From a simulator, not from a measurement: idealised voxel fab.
Presented below is a process module, voxel air gaps.
For reference, the cross-section in this document is cut, with width 210 nm and square cells of 5 nm.
Throughout this document, each cross-section is represented as a grid of square cells and is presented as a sequence of bands enumerated from the top downward, where a band comprises one or more rows of cells. Basically the band line says how high the top is and how high the bottom is, in nm, and then what's in it from left to right, every material with its width in nm. Empty space shows up as "blank", and if a single material carries "everywhere" it runs the full band edge to edge. Zero point of the height axis is 0; under it, received wafer = one material. Lowest band: continues down indefinitely, "0 -> down". Read "30..40" as a graded width: first number on top, second number at the bottom, same change between each pair of neighbouring rows. Key: "no change" - step with no changed cell in the cross-section. "Sealed voids" means: voids of 8 cells or more that are shut off from the top with no open way through. Written width x height at distance, distance from the left edge, in nm. If you see something after the settings on a step's line, that's the simulator's own remark about that step. overlay nm: how far to the right of its planned place the mask lay on this masked step (negative: to the left).
# Planned step list for the process
step 1: RECEIVE (material Si)
step 2: CONFORMAL_DEP (material SiO2; thk nm 15)
step 3: CONFORMAL_DEP (material SiN; thk nm 5)
step 4: DIRECTIONAL_DEP (material SiO2; thk nm 40)
step 5: PATTERN (tone open; mask id LINES; material resist; width nm 15; pitch nm 45; thk nm 20; overlay nm -15)
step 6: DIRECTIONAL_ETCH (etch materials SiO2; depth nm 40)
step 7: STRIP (etch materials resist)
step 8: CONFORMAL_DEP (material TiN; thk nm 5)
step 9: FILL_DEP (material W; thk nm 5)
step 10: CMP (height nm 60)
step 11: EPI (material Ru; thk nm 10)
step 12: SELECTIVE_ETCH (etch materials SiO2; depth nm 50)
step 13: CONFORMAL_DEP (material SiN; thk nm 5)
The wafers are alike at the start. At step 5, their overlay nm differs. The plan lists the first wafer's value.
# first wafer as received, after step 1
* 0 -> down: Si everywhere
* Sealed voids: none
# Note: the following table is arranged by wafer, a row apiece. Each row reports the end-of-module state: per material, cells gained (+) or cells lost (-) compared with the wafer as received; closed voids follow
overlay nm -15; +56 Ru; +196 SiN; +126 SiO2; +68 TiN; +28 W; Sealed voids: 10 x 30 at 0; 20 x 30 at 35; 20 x 30 at 80; 20 x 30 at 125
overlay nm -10; +56 Ru; +196 SiN; +126 SiO2; +68 TiN; +28 W; Sealed voids: 20 x 30 at 40; 20 x 30 at 85; 20 x 30 at 130
overlay nm -5; +56 Ru; +196 SiN; +126 SiO2; +68 TiN; +28 W; Sealed voids: 20 x 30 at 45; 20 x 30 at 90; 20 x 30 at 135
overlay nm 0; +56 Ru; +196 SiN; +126 SiO2; +68 TiN; +28 W; Sealed voids: 20 x 30 at 50; 20 x 30 at 95; 20 x 30 at 140
overlay nm 5; +56 Ru; +196 SiN; +126 SiO2; +68 TiN; +28 W; Sealed voids: 20 x 30 at 55; 20 x 30 at 100; 20 x 30 at 145
overlay nm 10; +56 Ru; +196 SiN; +126 SiO2; +68 TiN; +28 W; Sealed voids: 20 x 30 at 60; 20 x 30 at 105; 20 x 30 at 150
overlay nm 15; +56 Ru; +196 SiN; +126 SiO2; +68 TiN; +28 W; Sealed voids: 20 x 30 at 65; 20 x 30 at 110; 20 x 30 at 155; 10 x 30 at 200
